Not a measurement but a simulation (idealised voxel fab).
The name of this process module is voxel capacitor over wiring.
Displayed cross-section: cut, width of 200 nm, square cells sized 5 nm.
For the purposes of this document, a cross-section shall be understood as a grid of square cells, specified as bands listed in top-to-bottom order, each band consisting of one or more rows of cells. Basically the band line says how high the top is and how high the bottom is, in nm, and then what's in it from left to right, every material with its width in nm. Empty space shows up as "empty", and if a single material carries "everywhere" it runs the full band edge to edge. Convention: height 0 is the level below which the wafer, as received, is all one material. The lowest band does not terminate at the bottom but continues downward, represented as "0 -> down". Quick explanation for "30..40": the width changes in equal steps down the rows of cells, from the first number in the band's top row to the second number in its bottom row. Key: "identical to before" - step with no changed cell in the cross-section. "Enclosed voids" contains a list of empty spaces, each no smaller than 8 cells and without an open way to the top, written in the form width x height at distance with the distance from the left edge and all three in nm. Text after the settings on a step's line: the simulator's own remark on that step. On any step carrying a mask, the "overlay nm" setting, if present on the step's line, tells how far right of its planned place the mask lay; negative values point to the left.

-- Steps planned for the process
1. RECEIVE [material Si]
2. CONFORMAL_DEP [material SiO2] [thk nm 15]
3. DIRECTIONAL_DEP [material TiN] [thk nm 5]
4. DIRECTIONAL_DEP [material Ru] [thk nm 15]
5. PATTERN [tone cover] [mask id METAL_1] [material resist] [width nm 25] [pitch nm 85] [thk nm 15] [overlay nm 0]
6. DIRECTIONAL_ETCH [etch materials Ru] [depth nm 15]
7. DIRECTIONAL_ETCH [etch materials TiN] [depth nm 5]
8. STRIP [etch materials resist]
9. FILL_DEP [material lowk] [thk nm 5]
10. CMP [height nm 35]
11. CONFORMAL_DEP [material SiCN] [thk nm 5]
12. DIRECTIONAL_DEP [material SiO2] [thk nm 10]
13. MASKED_ETCH [tone open] [mask id PLUG_1] [width nm 15] [etch materials SiO2] [depth nm 10] [overlay nm 0]
14. MASKED_ETCH [tone open] [mask id PLUG_1] [width nm 15] [etch materials SiCN] [depth nm 5] [overlay nm 0]
15. CONFORMAL_DEP [material TiN] [thk nm 5]
16. FILL_DEP [material W] [thk nm 5]
17. CMP [height nm 50]
18. DIRECTIONAL_DEP [material TiN] [thk nm 10]
19. DIRECTIONAL_DEP [material HfO2] [thk nm 5]
20. DIRECTIONAL_DEP [material TiN] [thk nm 5]
21. DIRECTIONAL_DEP [material aC] [thk nm 10]
22. PATTERN [tone cover] [mask id UPPER_PLATE] [material resist] [width nm 65] [thk nm 30] [overlay nm 0]
23. DIRECTIONAL_ETCH [etch materials aC] [depth nm 10]
24. STRIP [etch materials resist]
25. DIRECTIONAL_ETCH [etch materials TiN] [depth nm 5]
26. DIRECTIONAL_ETCH [etch materials HfO2] [depth nm 5]
27. STRIP [etch materials aC]
28. MASKED_ETCH [tone cover] [mask id LOWER_PLATE] [width nm 75] [etch materials TiN] [depth nm 10] [overlay nm 0]
29. FILL_DEP [material SiO2] [thk nm 20]
30. CMP [height nm 85]
31. MASKED_ETCH [tone open] [mask id PLUG_2] [width nm 15] [etch materials SiO2] [depth nm 15] [overlay nm 0]
32. CONFORMAL_DEP [material TiN] [thk nm 5]
33. FILL_DEP [material Cu] [thk nm 5]
34. CMP [height nm 85]
35. CONFORMAL_DEP [material SiN] [thk nm 5]

-- Shown in cross-section is the wafer as received, that is, as it stands after step 1
* 0 -> down  Si everywhere
* Enclosed voids: none

-- Here's the wafer cut in cross-section after the module, started and planned just like above, except one thing was done wrong in the run
* 90 -> 85  SiN everywhere
* 85 -> 75  SiO2 65, then TiN 5, then Cu 5, then TiN 5, then SiO2 120
* 75 -> 65  SiO2 65..60, then TiN 15..60, then SiO2 120..80
* 65 -> 60  SiO2 55, then HfO2 65, then SiO2 80
* 60 -> 50  SiO2 55, then TiN 80, then SiO2 65
* 50 -> 40  SiO2 55, then TiN 5, then W 5, then TiN 5, then SiO2 130
* 40 -> 35  SiCN 55, then TiN 15, then SiCN 130
* 35 -> 20  lowk 45, then Ru 25, then lowk 60, then Ru 25, then lowk 45
* 20 -> 15  lowk 45, then TiN 25, then lowk 60, then TiN 25, then lowk 45
* 15 -> 0  SiO2 everywhere
* 0 -> down  Si everywhere
* Enclosed voids: none
Here's what went sideways: so step 28 ended up running with a different setting than we planned, it ran as MASKED_ETCH [tone cover] [mask id LOWER_PLATE] [width nm 75] [etch materials TiN] [depth nm 10] [overlay nm 10]
